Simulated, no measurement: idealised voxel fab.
Proc. module: voxel ribs on slabs
This is section cut - it's 205 nm across, gridded in 5 nm square cells.
Cross-section format: a grid of square cells, given as bands from top to bottom; each band is one or more rows of cells. For a band, the entry starts with two heights in nm, that of the top and then that of the bottom, and carries on with the band's materials in order from left to right, each alongside its width in nm; the word "all across" beside a single material means it fills the band edge to edge, and "blank" means empty space. The reference from which all heights are counted is 0, the level beneath which the as-received wafer is entirely one material; the lowest band, having no lower bound, proceeds downward and is written after the example "z 0 and below". Note: "30..40" means the width goes from the first number (top row of the band) to the second number (bottom row) in equal steps per row of cells. Where a step carries "no change", the cross-section came out of it unchanged, cell for cell. Enclosed voids: empty space of 8 cells or more with no open way to the top, each as width x height at its distance from the left edge, in nm. What comes after the settings on a step's line is commentary from the simulator itself on that step. The "overlay nm" setting may appear on a step's line; for a step that uses a mask, it gives how far to the right of its planned position the mask lay, and a negative value indicates the left.

-- List of planned process steps
1,RECEIVE with material Si
2,DIRECTIONAL_DEP with material SiO2, thk nm 20
3,DIRECTIONAL_DEP with material SiN, thk nm 25
4,DIRECTIONAL_DEP with material aC, thk nm 10
5,PATTERN with tone cover, mask id RIB, material resist, width nm 20, thk nm 25, overlay nm 0
6,DIRECTIONAL_ETCH with etch materials aC, depth nm 10
7,STRIP with etch materials resist
8,DIRECTIONAL_ETCH with etch materials SiN, depth nm 15
9,STRIP with etch materials aC
10,MASKED_ETCH with tone cover, mask id SLAB, width nm 70, etch materials SiN, depth nm 10, overlay nm 0
11,FILL_DEP with material SiO2, thk nm 20
12,CMP with height nm 55
13,DIRECTIONAL_DEP with material TiN, thk nm 5
14,PATTERN with tone cover, mask id HEATER, material resist, width nm 30, thk nm 15, overlay nm -15
15,DIRECTIONAL_ETCH with etch materials TiN, depth nm 5
16,STRIP with etch materials resist
17,CONFORMAL_DEP with material SiN, thk nm 10
Wafers differ in overlay nm at step 14; plan lists the first wafer's value; identical starting state.

-- This is how the first of several wafers looked in cross-section when it arrived, which is after step 1
	z 0 and below  Si all across
	Enclosed voids: none

-- Per-wafer rows below. For each material: cells gained (+) or lost (-) since the wafer was received, as of end of module. Then: closed voids
overlay nm -15 | +126 SiN | +411 SiO2 | +6 TiN | Enclosed voids: none
overlay nm -10 | +126 SiN | +411 SiO2 | +6 TiN | Enclosed voids: none
overlay nm -5 | +126 SiN | +411 SiO2 | +6 TiN | Enclosed voids: none
overlay nm 0 | +126 SiN | +411 SiO2 | +6 TiN | Enclosed voids: none
overlay nm 5 | +126 SiN | +411 SiO2 | +6 TiN | Enclosed voids: none
overlay nm 10 | +126 SiN | +411 SiO2 | +6 TiN | Enclosed voids: none
overlay nm 15 | +126 SiN | +411 SiO2 | +6 TiN | Enclosed voids: none
